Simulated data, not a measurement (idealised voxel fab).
Herein follows the process module entitled voxel wiring stack.
Each square cell in cross-section cut measures 5 nm, and the section as a whole is 230 nm wide.
This document writes a cross-section as a grid whose cells are square, and gives it as bands, listed from the top down; one or more rows of cells form a band.
Band: top height; bottom height; in nm. Then, left to right: material with width in nm, for each material. "all across": a single material spanning edge to edge. "empty": empty space.
Where do heights start? At 0: under that level the wafer as delivered is made of one material only. And the lowest band has no floor; it just carries on downward, as in "0 nm and below".
Width "30 to 40": first value at the band's top row of cells, second value at its bottom row, equal change from row to row.
Reading "no alteration" for a step: not a cell of the cross-section changed in it.
This entry, "Unvented cavities", enumerates those empty regions of no fewer than 8 cells that possess no open connection to the top. Each region is reported in the form width x height at distance, the distance being taken from the left edge, with all three quantities expressed in nm.
Read whatever lies past the settings on a step's line as the simulator's own remark about the step.
overlay nm: step with mask; distance mask lay right of planned place; negative value = left of planned place.
Process steps (planned):
| 1 | RECEIVE | material Si |
| 2 | CONFORMAL_DEP | material SiO2 | thk nm 10 |
| 3 | DIRECTIONAL_DEP | material TiN | thk nm 5 |
| 4 | DIRECTIONAL_DEP | material W | thk nm 20 |
| 5 | PATTERN | tone cover | mask id METAL_1 | material resist | width nm 25 | pitch nm 40 | thk nm 20 | overlay nm 0 |
| 6 | DIRECTIONAL_ETCH | etch materials W | depth nm 20 |
| 7 | DIRECTIONAL_ETCH | etch materials TiN | depth nm 5 |
| 8 | STRIP | etch materials resist |
| 9 | CONFORMAL_DEP | material SiN | thk nm 5 |
| 10 | FILL_DEP | material SiO2 | thk nm 10 |
| 11 | CMP | height nm 35 |
| 12 | CONFORMAL_DEP | material SiCN | thk nm 5 |
| 13 | DIRECTIONAL_DEP | material lowk | thk nm 15 |
| 14 | MASKED_ETCH | tone open | mask id PLUG_1 | width nm 15 | pitch nm 80 | etch materials lowk | depth nm 15 | overlay nm 0 |
| 15 | MASKED_ETCH | tone open | mask id PLUG_1 | width nm 15 | pitch nm 80 | etch materials SiCN | depth nm 5 | overlay nm 0 |
| 16 | EPI | material Ru | thk nm 10 |
| 17 | EPI | material Ru | thk nm 10 |
| 18 | DIRECTIONAL_DEP | material TiN | thk nm 5 |
| 19 | DIRECTIONAL_DEP | material Ru | thk nm 15 |
| 20 | DIRECTIONAL_DEP | material aC | thk nm 10 |
| 21 | PATTERN | tone cover | mask id METAL_2 | material resist | width nm 25 | pitch nm 40 | thk nm 30 | overlay nm 0 |
| 22 | DIRECTIONAL_ETCH | etch materials aC | depth nm 10 |
| 23 | STRIP | etch materials resist |
| 24 | DIRECTIONAL_ETCH | etch materials Ru | depth nm 15 |
| 25 | DIRECTIONAL_ETCH | etch materials TiN | depth nm 5 |
| 26 | STRIP | etch materials aC |
| 27 | CONFORMAL_DEP | material SiCN | thk nm 5 |
| 28 | FILL_DEP | material lowk | thk nm 5 |
| 29 | CMP | height nm 75 |
| 30 | CONFORMAL_DEP | material SiCN | thk nm 5 |
| 31 | DIRECTIONAL_DEP | material SiO2 | thk nm 35 |
| 32 | MASKED_ETCH | tone open | mask id METAL_3_HOLES | width nm 15 | pitch nm 40 | etch materials SiO2 | depth nm 35 | overlay nm 0 |
| 33 | DIRECTIONAL_DEP | material aC | thk nm 15 |
| 34 | PATTERN | tone open | mask id METAL_3 | material resist | width nm 25 | pitch nm 40 | thk nm 30 | overlay nm 0 |
| 35 | DIRECTIONAL_ETCH | etch materials aC | depth nm 15 |
| 36 | STRIP | etch materials resist |
| 37 | DIRECTIONAL_ETCH | etch materials SiO2 | depth nm 20 |
| 38 | DIRECTIONAL_ETCH | etch materials SiCN | depth nm 5 |
| 39 | STRIP | etch materials aC |
| 40 | CONFORMAL_DEP | material TiN | thk nm 5 |
| 41 | FILL_DEP | material Cu | thk nm 10 |
| 42 | CMP | height nm 115 |
| 43 | CONFORMAL_DEP | material SiCN | thk nm 5 |
| 44 | DIRECTIONAL_DEP | material lowk | thk nm 25 |
| 45 | DIRECTIONAL_DEP | material aC | thk nm 15 |
| 46 | PATTERN | tone open | mask id METAL_4_HOLES | material resist | width nm 15 | pitch nm 40 | thk nm 35 | overlay nm 0 |
| 47 | DIRECTIONAL_ETCH | etch materials aC | depth nm 15 |
| 48 | STRIP | etch materials resist |
| 49 | DIRECTIONAL_ETCH | etch materials lowk | depth nm 25 |
| 50 | STRIP | etch materials aC |
| 51 | MASKED_ETCH | tone open | mask id METAL_4 | width nm 25 | pitch nm 40 | etch materials lowk | depth nm 15 | overlay nm 0 |
| 52 | MASKED_ETCH | tone open | mask id METAL_4 | width nm 25 | pitch nm 40 | etch materials SiCN | depth nm 5 | overlay nm 0 |
| 53 | CONFORMAL_DEP | material TiN | thk nm 5 |
| 54 | FILL_DEP | material Ru | thk nm 10 |
| 55 | CMP | height nm 145 |
| 56 | CONFORMAL_DEP | material SiCN | thk nm 5 |
So, the first of our two wafers, run just as we planned it:
Wafer at receipt (post step 1), cross-section:
  0 nm and below  Si all across
  Unvented cavities: none
After step 2: wafer cross-section:
  10 nm to 0 nm  SiO2 all across
  below 0: unchanged
After step 3: wafer cross-section:
  15 nm to 10 nm  TiN all across
  below 10: unchanged
After step 4: wafer cross-section:
  35 nm to 15 nm  W all across
  below 15: unchanged
After step 5: wafer cross-section:
  55 nm to 35 nm  60 empty  25 resist  15 empty  25 resist  15 empty  25 resist  65 empty
  below 35: unchanged
After step 6: wafer cross-section:
  55 nm to 35 nm  60 empty  25 resist  15 empty  25 resist  15 empty  25 resist  65 empty
  35 nm to 15 nm  60 empty  25 W  15 empty  25 W  15 empty  25 W  65 empty
  below 15: unchanged
After step 7: wafer cross-section:
  55 nm to 35 nm  60 empty  25 resist  15 empty  25 resist  15 empty  25 resist  65 empty
  35 nm to 15 nm  60 empty  25 W  15 empty  25 W  15 empty  25 W  65 empty
  15 nm to 10 nm  60 empty  25 TiN  15 empty  25 TiN  15 empty  25 TiN  65 empty
  below 10: unchanged
After step 8: wafer cross-section:
  35 nm to 15 nm  60 empty  25 W  15 empty  25 W  15 empty  25 W  65 empty
  below 15: unchanged
After step 9: wafer cross-section:
  40 nm to 35 nm  55 empty  35 SiN  5 empty  35 SiN  5 empty  35 SiN  60 empty
  35 nm to 15 nm  55 empty  5 SiN  25 W  5 SiN  5 empty  5 SiN  25 W  5 SiN  5 empty  5 SiN  25 W  5 SiN  60 empty
  15 nm to 10 nm  60 SiN  25 TiN  15 SiN  25 TiN  15 SiN  25 TiN  65 SiN
  below 10: unchanged
After step 10: wafer cross-section:
  50 nm to 40 nm  SiO2 all across
  40 nm to 35 nm  55 SiO2  35 SiN  5 SiO2  35 SiN  5 SiO2  35 SiN  60 SiO2
  35 nm to 15 nm  55 SiO2  5 SiN  25 W  5 SiN  5 SiO2  5 SiN  25 W  5 SiN  5 SiO2  5 SiN  25 W  5 SiN  60 SiO2
  below 15: unchanged
After step 11: wafer cross-section:
  35 nm to 15 nm  55 SiO2  5 SiN  25 W  5 SiN  5 SiO2  5 SiN  25 W  5 SiN  5 SiO2  5 SiN  25 W  5 SiN  60 SiO2
  below 15: unchanged
After step 12: wafer cross-section:
  40 nm to 35 nm  SiCN all across
  below 35: unchanged
After step 13: wafer cross-section:
  55 nm to 40 nm  lowk all across
  below 40: unchanged
After step 14: wafer cross-section:
  55 nm to 40 nm  60 lowk  15 empty  65 lowk  15 empty  75 lowk
  below 40: unchanged
After step 15: wafer cross-section:
  55 nm to 40 nm  60 lowk  15 empty  65 lowk  15 empty  75 lowk
  40 nm to 35 nm  60 SiCN  15 empty  65 SiCN  15 empty  75 SiCN
  below 35: unchanged
After step 16: wafer cross-section:
  55 nm to 45 nm  60 lowk  15 empty  65 lowk  15 empty  75 lowk
  45 nm to 40 nm  60 lowk  15 Ru  65 lowk  15 Ru  75 lowk
  40 nm to 35 nm  60 SiCN  15 Ru  65 SiCN  15 Ru  75 SiCN
  below 35: unchanged
After step 17: wafer cross-section:
  55 nm to 40 nm  60 lowk  15 Ru  65 lowk  15 Ru  75 lowk
  below 40: unchanged
After step 18: wafer cross-section:
  60 nm to 55 nm  TiN all across
  below 55: unchanged
After step 19: wafer cross-section:
  75 nm to 60 nm  Ru all across
  below 60: unchanged
After step 20: wafer cross-section:
  85 nm to 75 nm  aC all across
  below 75: unchanged
After step 21: wafer cross-section:
  115 nm to 85 nm  60 empty  25 resist  15 empty  25 resist  15 empty  25 resist  65 empty
  below 85: unchanged
After step 22: wafer cross-section:
  105 nm to 85 nm  60 empty  25 resist  15 empty  25 resist  15 empty  25 resist  65 empty
  85 nm to 75 nm  60 empty  25 aC  15 empty  25 aC  15 empty  25 aC  65 empty
  below 75: unchanged
After step 23: wafer cross-section:
  85 nm to 75 nm  60 empty  25 aC  15 empty  25 aC  15 empty  25 aC  65 empty
  below 75: unchanged
After step 24: wafer cross-section:
  85 nm to 75 nm  60 empty  25 aC  15 empty  25 aC  15 empty  25 aC  65 empty
  75 nm to 60 nm  60 empty  25 Ru  15 empty  25 Ru  15 empty  25 Ru  65 empty
  below 60: unchanged
After step 25: wafer cross-section:
  85 nm to 75 nm  60 empty  25 aC  15 empty  25 aC  15 empty  25 aC  65 empty
  75 nm to 60 nm  60 empty  25 Ru  15 empty  25 Ru  15 empty  25 Ru  65 empty
  60 nm to 55 nm  60 empty  25 TiN  15 empty  25 TiN  15 empty  25 TiN  65 empty
  below 55: unchanged
After step 26: wafer cross-section:
  75 nm to 60 nm  60 empty  25 Ru  15 empty  25 Ru  15 empty  25 Ru  65 empty
  below 60: unchanged
After step 27: wafer cross-section:
  80 nm to 75 nm  55 empty  35 SiCN  5 empty  35 SiCN  5 empty  35 SiCN  60 empty
  75 nm to 60 nm  55 empty  5 SiCN  25 Ru  5 SiCN  5 empty  5 SiCN  25 Ru  5 SiCN  5 empty  5 SiCN  25 Ru  5 SiCN  60 empty
  60 nm to 55 nm  60 SiCN  25 TiN  15 SiCN  25 TiN  15 SiCN  25 TiN  65 SiCN
  below 55: unchanged
After step 28: wafer cross-section:
  85 nm to 80 nm  lowk all across
  80 nm to 75 nm  55 lowk  35 SiCN  5 lowk  35 SiCN  5 lowk  35 SiCN  60 lowk
  75 nm to 60 nm  55 lowk  5 SiCN  25 Ru  5 SiCN  5 lowk  5 SiCN  25 Ru  5 SiCN  5 lowk  5 SiCN  25 Ru  5 SiCN  60 lowk
  below 60: unchanged
After step 29: wafer cross-section:
  75 nm to 60 nm  55 lowk  5 SiCN  25 Ru  5 SiCN  5 lowk  5 SiCN  25 Ru  5 SiCN  5 lowk  5 SiCN  25 Ru  5 SiCN  60 lowk
  below 60: unchanged
After step 30: wafer cross-section:
  80 nm to 75 nm  SiCN all across
  below 75: unchanged
After step 31: wafer cross-section:
  115 nm to 80 nm  SiO2 all across
  below 80: unchanged
After step 32: wafer cross-section:
  115 nm to 80 nm  60 SiO2  15 empty  25 SiO2  15 empty  25 SiO2  15 empty  75 SiO2
  below 80: unchanged
After step 33: wafer cross-section:
  130 nm to 115 nm  60 aC  15 empty  25 aC  15 empty  25 aC  15 empty  75 aC
  115 nm to 95 nm  60 SiO2  15 empty  25 SiO2  15 empty  25 SiO2  15 empty  75 SiO2
  95 nm to 80 nm  60 SiO2  15 aC  25 SiO2  15 aC  25 SiO2  15 aC  75 SiO2
  below 80: unchanged
After step 34: wafer cross-section:
  160 nm to 130 nm  60 resist  25 empty  15 resist  25 empty  15 resist  25 empty  65 resist
  below 130: unchanged
After step 35: wafer cross-section:
  145 nm to 130 nm  60 resist  25 empty  15 resist  25 empty  15 resist  25 empty  65 resist
  130 nm to 115 nm  60 aC  25 empty  15 aC  25 empty  15 aC  25 empty  65 aC
  115 nm to 80 nm  60 SiO2  15 empty  25 SiO2  15 empty  25 SiO2  15 empty  75 SiO2
  below 80: unchanged
After step 36: wafer cross-section:
  130 nm to 115 nm  60 aC  25 empty  15 aC  25 empty  15 aC  25 empty  65 aC
  below 115: unchanged
After step 37: wafer cross-section:
  130 nm to 115 nm  60 aC  25 empty  15 aC  25 empty  15 aC  25 empty  65 aC
  115 nm to 95 nm  60 SiO2  25 empty  15 SiO2  25 empty  15 SiO2  25 empty  65 SiO2
  below 95: unchanged
After step 38: wafer cross-section:
  130 nm to 115 nm  60 aC  25 empty  15 aC  25 empty  15 aC  25 empty  65 aC
  115 nm to 95 nm  60 SiO2  25 empty  15 SiO2  25 empty  15 SiO2  25 empty  65 SiO2
  95 nm to 80 nm  60 SiO2  15 empty  25 SiO2  15 empty  25 SiO2  15 empty  75 SiO2
  80 nm to 75 nm  60 SiCN  15 empty  25 SiCN  15 empty  25 SiCN  15 empty  75 SiCN
  below 75: unchanged
After step 39: wafer cross-section:
  115 nm to 95 nm  60 SiO2  25 empty  15 SiO2  25 empty  15 SiO2  25 empty  65 SiO2
  below 95: unchanged
After step 40: wafer cross-section:
  120 nm to 115 nm  65 TiN  15 empty  25 TiN  15 empty  25 TiN  15 empty  70 TiN
  115 nm to 100 nm  60 SiO2  5 TiN  15 empty  5 TiN  15 SiO2  5 TiN  15 empty  5 TiN  15 SiO2  5 TiN  15 empty  5 TiN  65 SiO2
  100 nm to 95 nm  60 SiO2  5 TiN  5 empty  15 TiN  15 SiO2  5 TiN  5 empty  15 TiN  15 SiO2  5 TiN  5 empty  15 TiN  65 SiO2
  95 nm to 80 nm  60 SiO2  5 TiN  5 empty  5 TiN  25 SiO2  5 TiN  5 empty  5 TiN  25 SiO2  5 TiN  5 empty  5 TiN  75 SiO2
  80 nm to 75 nm  60 SiCN  15 TiN  25 SiCN  15 TiN  25 SiCN  15 TiN  75 SiCN
  below 75: unchanged
After step 41: wafer cross-section:
  130 nm to 120 nm  Cu all across
  120 nm to 115 nm  65 TiN  15 Cu  25 TiN  15 Cu  25 TiN  15 Cu  70 TiN
  115 nm to 100 nm  60 SiO2  5 TiN  15 Cu  5 TiN  15 SiO2  5 TiN  15 Cu  5 TiN  15 SiO2  5 TiN  15 Cu  5 TiN  65 SiO2
  100 nm to 95 nm  60 SiO2  5 TiN  5 Cu  15 TiN  15 SiO2  5 TiN  5 Cu  15 TiN  15 SiO2  5 TiN  5 Cu  15 TiN  65 SiO2
  95 nm to 80 nm  60 SiO2  5 TiN  5 Cu  5 TiN  25 SiO2  5 TiN  5 Cu  5 TiN  25 SiO2  5 TiN  5 Cu  5 TiN  75 SiO2
  below 80: unchanged
After step 42: wafer cross-section:
  115 nm to 100 nm  60 SiO2  5 TiN  15 Cu  5 TiN  15 SiO2  5 TiN  15 Cu  5 TiN  15 SiO2  5 TiN  15 Cu  5 TiN  65 SiO2
  below 100: unchanged
After step 43: wafer cross-section:
  120 nm to 115 nm  SiCN all across
  below 115: unchanged
After step 44: wafer cross-section:
  145 nm to 120 nm  lowk all across
  below 120: unchanged
After step 45: wafer cross-section:
  160 nm to 145 nm  aC all across
  below 145: unchanged
After step 46: wafer cross-section:
  195 nm to 160 nm  60 resist  15 empty  25 resist  15 empty  25 resist  15 empty  75 resist
  below 160: unchanged
After step 47: wafer cross-section:
  180 nm to 160 nm  60 resist  15 empty  25 resist  15 empty  25 resist  15 empty  75 resist
  160 nm to 145 nm  60 aC  15 empty  25 aC  15 empty  25 aC  15 empty  75 aC
  below 145: unchanged
After step 48: wafer cross-section:
  160 nm to 145 nm  60 aC  15 empty  25 aC  15 empty  25 aC  15 empty  75 aC
  below 145: unchanged
After step 49: wafer cross-section:
  160 nm to 145 nm  60 aC  15 empty  25 aC  15 empty  25 aC  15 empty  75 aC
  145 nm to 120 nm  60 lowk  15 empty  25 lowk  15 empty  25 lowk  15 empty  75 lowk
  below 120: unchanged
After step 50: wafer cross-section:
  145 nm to 120 nm  60 lowk  15 empty  25 lowk  15 empty  25 lowk  15 empty  75 lowk
  below 120: unchanged
After step 51: wafer cross-section:
  145 nm to 130 nm  60 lowk  25 empty  15 lowk  25 empty  15 lowk  25 empty  65 lowk
  below 130: unchanged
After step 52: wafer cross-section:
  145 nm to 130 nm  60 lowk  25 empty  15 lowk  25 empty  15 lowk  25 empty  65 lowk
  130 nm to 120 nm  60 lowk  15 empty  25 lowk  15 empty  25 lowk  15 empty  75 lowk
  120 nm to 115 nm  60 SiCN  15 empty  25 SiCN  15 empty  25 SiCN  15 empty  75 SiCN
  below 115: unchanged
After step 53: wafer cross-section:
  150 nm to 145 nm  65 TiN  15 empty  25 TiN  15 empty  25 TiN  15 empty  70 TiN
  145 nm to 135 nm  60 lowk  5 TiN  15 empty  5 TiN  15 lowk  5 TiN  15 empty  5 TiN  15 lowk  5 TiN  15 empty  5 TiN  65 lowk
  135 nm to 130 nm  60 lowk  5 TiN  5 empty  15 TiN  15 lowk  5 TiN  5 empty  15 TiN  15 lowk  5 TiN  5 empty  15 TiN  65 lowk
  130 nm to 120 nm  60 lowk  5 TiN  5 empty  5 TiN  25 lowk  5 TiN  5 empty  5 TiN  25 lowk  5 TiN  5 empty  5 TiN  75 lowk
  120 nm to 115 nm  60 SiCN  15 TiN  25 SiCN  15 TiN  25 SiCN  15 TiN  75 SiCN
  below 115: unchanged
After step 54: wafer cross-section:
  160 nm to 150 nm  Ru all across
  150 nm to 145 nm  65 TiN  15 Ru  25 TiN  15 Ru  25 TiN  15 Ru  70 TiN
  145 nm to 135 nm  60 lowk  5 TiN  15 Ru  5 TiN  15 lowk  5 TiN  15 Ru  5 TiN  15 lowk  5 TiN  15 Ru  5 TiN  65 lowk
  135 nm to 130 nm  60 lowk  5 TiN  5 Ru  15 TiN  15 lowk  5 TiN  5 Ru  15 TiN  15 lowk  5 TiN  5 Ru  15 TiN  65 lowk
  130 nm to 120 nm  60 lowk  5 TiN  5 Ru  5 TiN  25 lowk  5 TiN  5 Ru  5 TiN  25 lowk  5 TiN  5 Ru  5 TiN  75 lowk
  below 120: unchanged
After step 55: wafer cross-section:
  145 nm to 135 nm  60 lowk  5 TiN  15 Ru  5 TiN  15 lowk  5 TiN  15 Ru  5 TiN  15 lowk  5 TiN  15 Ru  5 TiN  65 lowk
  below 135: unchanged
After step 56: wafer cross-section:
  150 nm to 145 nm  SiCN all across
  below 145: unchanged
Second wafer, same starting conditions and recipe as the first, one mistake in executing it, nothing differs from the first up to and including step 12:
At the planned end of step 13, the second wafer in cross-section:
  55 nm to 40 nm  TiN all across
  below 40: unchanged
At the planned end of step 14, the second wafer in cross-section: no alteration
At the planned end of step 15, the second wafer in cross-section: no alteration
At the planned end of step 16, the second wafer in cross-section:
  65 nm to 55 nm  Ru all across
  below 55: unchanged
At the planned end of step 17, the second wafer in cross-section:
  75 nm to 55 nm  Ru all across
  below 55: unchanged
At the planned end of step 18, the second wafer in cross-section:
  80 nm to 75 nm  TiN all across
  below 75: unchanged
At the planned end of step 19, the second wafer in cross-section:
  95 nm to 80 nm  Ru all across
  below 80: unchanged
At the planned end of step 20, the second wafer in cross-section:
  105 nm to 95 nm  aC all across
  below 95: unchanged
At the planned end of step 21, the second wafer in cross-section:
  135 nm to 105 nm  60 empty  25 resist  15 empty  25 resist  15 empty  25 resist  65 empty
  below 105: unchanged
At the planned end of step 22, the second wafer in cross-section:
  125 nm to 105 nm  60 empty  25 resist  15 empty  25 resist  15 empty  25 resist  65 empty
  105 nm to 95 nm  60 empty  25 aC  15 empty  25 aC  15 empty  25 aC  65 empty
  below 95: unchanged
At the planned end of step 23, the second wafer in cross-section:
  105 nm to 95 nm  60 empty  25 aC  15 empty  25 aC  15 empty  25 aC  65 empty
  below 95: unchanged
At the planned end of step 24, the second wafer in cross-section:
  105 nm to 95 nm  60 empty  25 aC  15 empty  25 aC  15 empty  25 aC  65 empty
  95 nm to 80 nm  60 empty  25 Ru  15 empty  25 Ru  15 empty  25 Ru  65 empty
  below 80: unchanged
At the planned end of step 25, the second wafer in cross-section:
  105 nm to 95 nm  60 empty  25 aC  15 empty  25 aC  15 empty  25 aC  65 empty
  95 nm to 80 nm  60 empty  25 Ru  15 empty  25 Ru  15 empty  25 Ru  65 empty
  80 nm to 75 nm  60 empty  25 TiN  15 empty  25 TiN  15 empty  25 TiN  65 empty
  below 75: unchanged
At the planned end of step 26, the second wafer in cross-section:
  95 nm to 80 nm  60 empty  25 Ru  15 empty  25 Ru  15 empty  25 Ru  65 empty
  below 80: unchanged
At the planned end of step 27, the second wafer in cross-section:
  100 nm to 95 nm  55 empty  35 SiCN  5 empty  35 SiCN  5 empty  35 SiCN  60 empty
  95 nm to 80 nm  55 empty  5 SiCN  25 Ru  5 SiCN  5 empty  5 SiCN  25 Ru  5 SiCN  5 empty  5 SiCN  25 Ru  5 SiCN  60 empty
  80 nm to 75 nm  60 SiCN  25 TiN  15 SiCN  25 TiN  15 SiCN  25 TiN  65 SiCN
  below 75: unchanged
At the planned end of step 28, the second wafer in cross-section:
  105 nm to 100 nm  lowk all across
  100 nm to 95 nm  55 lowk  35 SiCN  5 lowk  35 SiCN  5 lowk  35 SiCN  60 lowk
  95 nm to 80 nm  55 lowk  5 SiCN  25 Ru  5 SiCN  5 lowk  5 SiCN  25 Ru  5 SiCN  5 lowk  5 SiCN  25 Ru  5 SiCN  60 lowk
  below 80: unchanged
At the planned end of step 29, the second wafer in cross-section:
  75 nm to 55 nm  Ru all across
  below 55: unchanged
At the planned end of step 30, the second wafer in cross-section:
  80 nm to 75 nm  SiCN all across
  below 75: unchanged
At the planned end of step 31, the second wafer in cross-section:
  115 nm to 80 nm  SiO2 all across
  below 80: unchanged
At the planned end of step 32, the second wafer in cross-section:
  115 nm to 80 nm  60 SiO2  15 empty  25 SiO2  15 empty  25 SiO2  15 empty  75 SiO2
  below 80: unchanged
At the planned end of step 33, the second wafer in cross-section:
  130 nm to 115 nm  60 aC  15 empty  25 aC  15 empty  25 aC  15 empty  75 aC
  115 nm to 95 nm  60 SiO2  15 empty  25 SiO2  15 empty  25 SiO2  15 empty  75 SiO2
  95 nm to 80 nm  60 SiO2  15 aC  25 SiO2  15 aC  25 SiO2  15 aC  75 SiO2
  below 80: unchanged
At the planned end of step 34, the second wafer in cross-section:
  160 nm to 130 nm  60 resist  25 empty  15 resist  25 empty  15 resist  25 empty  65 resist
  below 130: unchanged
At the planned end of step 35, the second wafer in cross-section:
  145 nm to 130 nm  60 resist  25 empty  15 resist  25 empty  15 resist  25 empty  65 resist
  130 nm to 115 nm  60 aC  25 empty  15 aC  25 empty  15 aC  25 empty  65 aC
  115 nm to 80 nm  60 SiO2  15 empty  25 SiO2  15 empty  25 SiO2  15 empty  75 SiO2
  below 80: unchanged
At the planned end of step 36, the second wafer in cross-section:
  130 nm to 115 nm  60 aC  25 empty  15 aC  25 empty  15 aC  25 empty  65 aC
  below 115: unchanged
At the planned end of step 37, the second wafer in cross-section:
  130 nm to 115 nm  60 aC  25 empty  15 aC  25 empty  15 aC  25 empty  65 aC
  115 nm to 95 nm  60 SiO2  25 empty  15 SiO2  25 empty  15 SiO2  25 empty  65 SiO2
  below 95: unchanged
At the planned end of step 38, the second wafer in cross-section:
  130 nm to 115 nm  60 aC  25 empty  15 aC  25 empty  15 aC  25 empty  65 aC
  115 nm to 95 nm  60 SiO2  25 empty  15 SiO2  25 empty  15 SiO2  25 empty  65 SiO2
  95 nm to 80 nm  60 SiO2  15 empty  25 SiO2  15 empty  25 SiO2  15 empty  75 SiO2
  80 nm to 75 nm  60 SiCN  15 empty  25 SiCN  15 empty  25 SiCN  15 empty  75 SiCN
  below 75: unchanged
At the planned end of step 39, the second wafer in cross-section:
  115 nm to 95 nm  60 SiO2  25 empty  15 SiO2  25 empty  15 SiO2  25 empty  65 SiO2
  below 95: unchanged
At the planned end of step 40, the second wafer in cross-section:
  120 nm to 115 nm  65 TiN  15 empty  25 TiN  15 empty  25 TiN  15 empty  70 TiN
  115 nm to 100 nm  60 SiO2  5 TiN  15 empty  5 TiN  15 SiO2  5 TiN  15 empty  5 TiN  15 SiO2  5 TiN  15 empty  5 TiN  65 SiO2
  100 nm to 95 nm  60 SiO2  5 TiN  5 empty  15 TiN  15 SiO2  5 TiN  5 empty  15 TiN  15 SiO2  5 TiN  5 empty  15 TiN  65 SiO2
  95 nm to 80 nm  60 SiO2  5 TiN  5 empty  5 TiN  25 SiO2  5 TiN  5 empty  5 TiN  25 SiO2  5 TiN  5 empty  5 TiN  75 SiO2
  80 nm to 75 nm  60 SiCN  15 TiN  25 SiCN  15 TiN  25 SiCN  15 TiN  75 SiCN
  below 75: unchanged
At the planned end of step 41, the second wafer in cross-section:
  130 nm to 120 nm  Cu all across
  120 nm to 115 nm  65 TiN  15 Cu  25 TiN  15 Cu  25 TiN  15 Cu  70 TiN
  115 nm to 100 nm  60 SiO2  5 TiN  15 Cu  5 TiN  15 SiO2  5 TiN  15 Cu  5 TiN  15 SiO2  5 TiN  15 Cu  5 TiN  65 SiO2
  100 nm to 95 nm  60 SiO2  5 TiN  5 Cu  15 TiN  15 SiO2  5 TiN  5 Cu  15 TiN  15 SiO2  5 TiN  5 Cu  15 TiN  65 SiO2
  95 nm to 80 nm  60 SiO2  5 TiN  5 Cu  5 TiN  25 SiO2  5 TiN  5 Cu  5 TiN  25 SiO2  5 TiN  5 Cu  5 TiN  75 SiO2
  below 80: unchanged
At the planned end of step 42, the second wafer in cross-section:
  115 nm to 100 nm  60 SiO2  5 TiN  15 Cu  5 TiN  15 SiO2  5 TiN  15 Cu  5 TiN  15 SiO2  5 TiN  15 Cu  5 TiN  65 SiO2
  below 100: unchanged
At the planned end of step 43, the second wafer in cross-section:
  120 nm to 115 nm  SiCN all across
  below 115: unchanged
At the planned end of step 44, the second wafer in cross-section:
  145 nm to 120 nm  lowk all across
  below 120: unchanged
At the planned end of step 45, the second wafer in cross-section:
  160 nm to 145 nm  aC all across
  below 145: unchanged
At the planned end of step 46, the second wafer in cross-section:
  195 nm to 160 nm  60 resist  15 empty  25 resist  15 empty  25 resist  15 empty  75 resist
  below 160: unchanged
At the planned end of step 47, the second wafer in cross-section:
  180 nm to 160 nm  60 resist  15 empty  25 resist  15 empty  25 resist  15 empty  75 resist
  160 nm to 145 nm  60 aC  15 empty  25 aC  15 empty  25 aC  15 empty  75 aC
  below 145: unchanged
At the planned end of step 48, the second wafer in cross-section:
  160 nm to 145 nm  60 aC  15 empty  25 aC  15 empty  25 aC  15 empty  75 aC
  below 145: unchanged
At the planned end of step 49, the second wafer in cross-section:
  160 nm to 145 nm  60 aC  15 empty  25 aC  15 empty  25 aC  15 empty  75 aC
  145 nm to 120 nm  60 lowk  15 empty  25 lowk  15 empty  25 lowk  15 empty  75 lowk
  below 120: unchanged
At the planned end of step 50, the second wafer in cross-section:
  145 nm to 120 nm  60 lowk  15 empty  25 lowk  15 empty  25 lowk  15 empty  75 lowk
  below 120: unchanged
At the planned end of step 51, the second wafer in cross-section:
  145 nm to 130 nm  60 lowk  25 empty  15 lowk  25 empty  15 lowk  25 empty  65 lowk
  below 130: unchanged
At the planned end of step 52, the second wafer in cross-section:
  145 nm to 130 nm  60 lowk  25 empty  15 lowk  25 empty  15 lowk  25 empty  65 lowk
  130 nm to 120 nm  60 lowk  15 empty  25 lowk  15 empty  25 lowk  15 empty  75 lowk
  120 nm to 115 nm  60 SiCN  15 empty  25 SiCN  15 empty  25 SiCN  15 empty  75 SiCN
  below 115: unchanged
At the planned end of step 53, the second wafer in cross-section:
  150 nm to 145 nm  65 TiN  15 empty  25 TiN  15 empty  25 TiN  15 empty  70 TiN
  145 nm to 135 nm  60 lowk  5 TiN  15 empty  5 TiN  15 lowk  5 TiN  15 empty  5 TiN  15 lowk  5 TiN  15 empty  5 TiN  65 lowk
  135 nm to 130 nm  60 lowk  5 TiN  5 empty  15 TiN  15 lowk  5 TiN  5 empty  15 TiN  15 lowk  5 TiN  5 empty  15 TiN  65 lowk
  130 nm to 120 nm  60 lowk  5 TiN  5 empty  5 TiN  25 lowk  5 TiN  5 empty  5 TiN  25 lowk  5 TiN  5 empty  5 TiN  75 lowk
  120 nm to 115 nm  60 SiCN  15 TiN  25 SiCN  15 TiN  25 SiCN  15 TiN  75 SiCN
  below 115: unchanged
At the planned end of step 54, the second wafer in cross-section:
  160 nm to 150 nm  Ru all across
  150 nm to 145 nm  65 TiN  15 Ru  25 TiN  15 Ru  25 TiN  15 Ru  70 TiN
  145 nm to 135 nm  60 lowk  5 TiN  15 Ru  5 TiN  15 lowk  5 TiN  15 Ru  5 TiN  15 lowk  5 TiN  15 Ru  5 TiN  65 lowk
  135 nm to 130 nm  60 lowk  5 TiN  5 Ru  15 TiN  15 lowk  5 TiN  5 Ru  15 TiN  15 lowk  5 TiN  5 Ru  15 TiN  65 lowk
  130 nm to 120 nm  60 lowk  5 TiN  5 Ru  5 TiN  25 lowk  5 TiN  5 Ru  5 TiN  25 lowk  5 TiN  5 Ru  5 TiN  75 lowk
  below 120: unchanged
At the planned end of step 55, the second wafer in cross-section:
  145 nm to 135 nm  60 lowk  5 TiN  15 Ru  5 TiN  15 lowk  5 TiN  15 Ru  5 TiN  15 lowk  5 TiN  15 Ru  5 TiN  65 lowk
  below 135: unchanged
At the planned end of step 56, the second wafer in cross-section:
  150 nm to 145 nm  SiCN all across
  below 145: unchanged
Heads up, the wafer didn't run the way we planned it: step 13, actual vs plan mismatch, actual run DIRECTIONAL_DEP | material TiN | thk nm 15
At the finish, the second wafer shows more or fewer cells for some materials than the first does: +115 Ru | -43 SiCN | +123 TiN | -195 lowk
